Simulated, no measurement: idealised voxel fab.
Title: Process Module voxel quadruple lines
The cross-section on display is named cut; it measures 205 nm wide, and its cells are 5 nm squares.
Cross-section spec: square-cell grid; bands listed top down; each band is one or more rows. Within each band entry, the heights of the top and of the bottom of the band appear first, in that order and in nm; the materials of the band then follow from left to right, each with its corresponding width in nm. The designation "all across" on a single material indicates that it fills the band from edge to edge; the designation "empty" indicates empty space. Height datum 0, below which the as-received substrate wafer is one material. Lowest band open at the bottom, running downward: "0 nm and below". A width given as "30..40" starts at the first number in the band's top row and ends at the second number in its bottom row, shifting by an equal amount at every step from row to row. Key: "nothing changed" - step with no changed cell in the cross-section. Each empty space that has no open way to the top and spans at least 8 cells appears under "Closed void register" as width x height at distance, the distance counted from the left edge, all in nm. Formally, on a step line, whatever follows the settings is a remark that the simulator itself makes on the step. Regarding "overlay nm": on a step with a mask, it is the distance the mask lay to the right of its planned place; a negative value places it to the left.

### List of planned process steps
1 RECEIVE: material Si
2 CONFORMAL_DEP: material Al2O3, thk nm 5
3 DIRECTIONAL_DEP: material W, thk nm 10
4 DIRECTIONAL_DEP: material polySi, thk nm 20
5 DIRECTIONAL_DEP: material aC, thk nm 20
6 PATTERN: tone cover, mask id MANDREL, material resist, width nm 25, thk nm 30, overlay nm 0
7 DIRECTIONAL_ETCH: etch materials aC, depth nm 20
8 STRIP: etch materials resist
9 CONFORMAL_DEP: material SiO2, thk nm 15
10 DIRECTIONAL_ETCH: etch materials SiO2, depth nm 15
11 STRIP: etch materials aC
12 DIRECTIONAL_ETCH: etch materials polySi, depth nm 20
13 STRIP: etch materials SiO2
14 CONFORMAL_DEP: material SiN, thk nm 5
15 DIRECTIONAL_ETCH: etch materials SiN, depth nm 5
16 STRIP: etch materials polySi
17 DIRECTIONAL_ETCH: etch materials W, depth nm 10
18 STRIP: etch materials SiN

### Here's what the wafer looked like in cross-section when it arrived - that's after step 1
* 0 nm and below = Si all across
* Closed void register: none

### As-planned run: cross-section of the first of two wafers at end of module
* 15 nm to 5 nm = empty: 70 | W: 5 | empty: 15 | W: 5 | empty: 15 | W: 5 | empty: 15 | W: 5 | empty: 70
* 5 nm to 0 nm = Al2O3 all across
* 0 nm and below = Si all across
* Closed void register: none

### Second wafer cross-section at end of module - shared start and plan with the first, one mistake in the run
* 15 nm to 5 nm = empty: 80 | W: 5 | empty: 5 | W: 5 | empty: 15 | W: 5 | empty: 5 | W: 5 | empty: 80
* 5 nm to 0 nm = Al2O3 all across
* 0 nm and below = Si all across
* Closed void register: none
What was the processing mistake? step 9 off recipe, ran as CONFORMAL_DEP: material SiO2, thk nm 5
Both wafers, final: cells per material equal; arrangement not.
